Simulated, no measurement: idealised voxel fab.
You're looking at the process module voxel capacitor over wiring.
FYI the section here is cut, 170 nm wide, cells are 5 nm squares.
A cross-section is a grid of square cells, given in bands from the top down. A band is one or more rows of cells.
For a band, the entry starts with two heights in nm, that of the top and then that of the bottom, and carries on with the band's materials in order from left to right, each alongside its width in nm; the word "edge to edge" beside a single material means it fills the band edge to edge, and "air" means empty space.
The reference from which all heights are counted is 0, the level beneath which the as-received wafer is entirely one material; the lowest band, having no lower bound, proceeds downward and is written after the example "0 nm and below".
Width spec "30 to 40" -> top row of cells at first value, bottom row at second value, equal per-row change in between.
"changes: none" means the step left every cell of the cross-section as it was.
Entry "Closed voids list". Content: empty spaces with no open connection to the top, size 8 cells or greater. Each: width x height at distance. Distance: from left edge. Unit: nm.
Where a step's line continues beyond its settings, the continuation is a remark by the simulator itself on that step.
overlay nm: step with mask; distance mask lay right of planned place; negative value = left of planned place.
**These are the steps we planned for the process**
1. op RECEIVE | material Si
2. op CONFORMAL_DEP | material SiO2 | thk nm 10
3. op DIRECTIONAL_DEP | material TiN | thk nm 5
4. op DIRECTIONAL_DEP | material Ru | thk nm 15
5. op DIRECTIONAL_DEP | material aC | thk nm 15
6. op PATTERN | tone cover | mask id METAL_1 | material resist | width nm 20 | pitch nm 80 | thk nm 35 | overlay nm 0
7. op DIRECTIONAL_ETCH | etch materials aC | depth nm 15
8. op STRIP | etch materials resist
9. op DIRECTIONAL_ETCH | etch materials Ru | depth nm 15
10. op DIRECTIONAL_ETCH | etch materials TiN | depth nm 5
11. op STRIP | etch materials aC
12. op FILL_DEP | material SiO2 | thk nm 10
13. op CMP | height nm 30
14. op CONFORMAL_DEP | material SiCN | thk nm 5
15. op DIRECTIONAL_DEP | material lowk | thk nm 15
16. op DIRECTIONAL_DEP | material aC | thk nm 15
17. op PATTERN | tone open | mask id PLUG_1 | material resist | width nm 15 | thk nm 30 | overlay nm 0
18. op DIRECTIONAL_ETCH | etch materials aC | depth nm 15
19. op STRIP | etch materials resist
20. op DIRECTIONAL_ETCH | etch materials lowk | depth nm 15
21. op DIRECTIONAL_ETCH | etch materials SiCN | depth nm 5
22. op STRIP | etch materials aC
23. op CONFORMAL_DEP | material TiN | thk nm 5
24. op FILL_DEP | material W | thk nm 5
25. op CMP | height nm 50
26. op DIRECTIONAL_DEP | material TiN | thk nm 10
27. op DIRECTIONAL_DEP | material SiN | thk nm 5
28. op DIRECTIONAL_DEP | material TiN | thk nm 10
29. op MASKED_ETCH | tone cover | mask id UPPER_PLATE | width nm 65 | etch materials TiN | depth nm 10 | overlay nm 0
30. op MASKED_ETCH | tone cover | mask id UPPER_PLATE | width nm 65 | etch materials SiN | depth nm 5 | overlay nm 0
31. op PATTERN | tone cover | mask id LOWER_PLATE | material resist | width nm 75 | thk nm 20 | overlay nm 0
32. op DIRECTIONAL_ETCH | etch materials TiN | depth nm 10
33. op STRIP | etch materials resist
34. op FILL_DEP | material SiO2 | thk nm 15
35. op CMP | height nm 85
36. op DIRECTIONAL_DEP | material aC | thk nm 15
37. op PATTERN | tone open | mask id PLUG_2 | material resist | width nm 15 | thk nm 30 | overlay nm 0
38. op DIRECTIONAL_ETCH | etch materials aC | depth nm 15
39. op STRIP | etch materials resist
40. op DIRECTIONAL_ETCH | etch materials SiO2 | depth nm 10
41. op STRIP | etch materials aC
42. op CONFORMAL_DEP | material TiN | thk nm 5
43. op FILL_DEP | material Cu | thk nm 5
44. op CMP | height nm 85
45. op CONFORMAL_DEP | material SiN | thk nm 5
**As received (post step 1): cross-section**
> 0 nm and below | Si edge to edge
> Closed voids list: none
**End-of-module XS, first of two wafers, run as planned**
> 90 nm to 85 nm | SiN edge to edge
> 85 nm to 80 nm | SiO2 50; TiN 5; Cu 5; TiN 5; SiO2 105
> 80 nm to 75 nm | SiO2 50; TiN 15; SiO2 105
> 75 nm to 65 nm | SiO2 40; TiN 65; SiO2 65
> 65 nm to 60 nm | SiO2 40; SiN 65; SiO2 65
> 60 nm to 50 nm | SiO2 35; TiN 75; SiO2 60
> 50 nm to 35 nm | lowk 40; TiN 5; W 5; TiN 5; lowk 115
> 35 nm to 30 nm | SiCN 40; TiN 15; SiCN 115
> 30 nm to 15 nm | SiO2 35; Ru 20; SiO2 60; Ru 20; SiO2 35
> 15 nm to 10 nm | SiO2 35; TiN 20; SiO2 60; TiN 20; SiO2 35
> 10 nm to 0 nm | SiO2 edge to edge
> 0 nm and below | Si edge to edge
> Closed voids list: none
**Cross-section of the latter of the two wafers at module completion. It had an identical start and an identical plan to the former; in running it, one mistake was made**
> 90 nm to 85 nm | SiN edge to edge
> 85 nm to 80 nm | SiO2 50; TiN 5; Cu 5; TiN 5; SiO2 105
> 80 nm to 75 nm | SiO2 50; TiN 15; SiO2 105
> 75 nm to 65 nm | SiO2 40; TiN 65; SiO2 65
> 65 nm to 60 nm | SiO2 40; SiN 65; SiO2 65
> 60 nm to 50 nm | SiO2 35; TiN 75; SiO2 60
> 50 nm to 35 nm | lowk 40; TiN 5; SiN 5; TiN 5; lowk 115
> 35 nm to 30 nm | SiCN 40; TiN 15; SiCN 115
> 30 nm to 15 nm | SiO2 35; Ru 20; SiO2 60; Ru 20; SiO2 35
> 15 nm to 10 nm | SiO2 35; TiN 20; SiO2 60; TiN 20; SiO2 35
> 10 nm to 0 nm | SiO2 edge to edge
> 0 nm and below | Si edge to edge
> Closed voids list: none
So what did we get wrong on this run? step 24 went in with a setting other than planned; the actual run was op FILL_DEP | material SiN | thk nm 5
End of process, cell counts, second wafer against first, materials with more or fewer: SiN: 3 more | W: 3 fewer
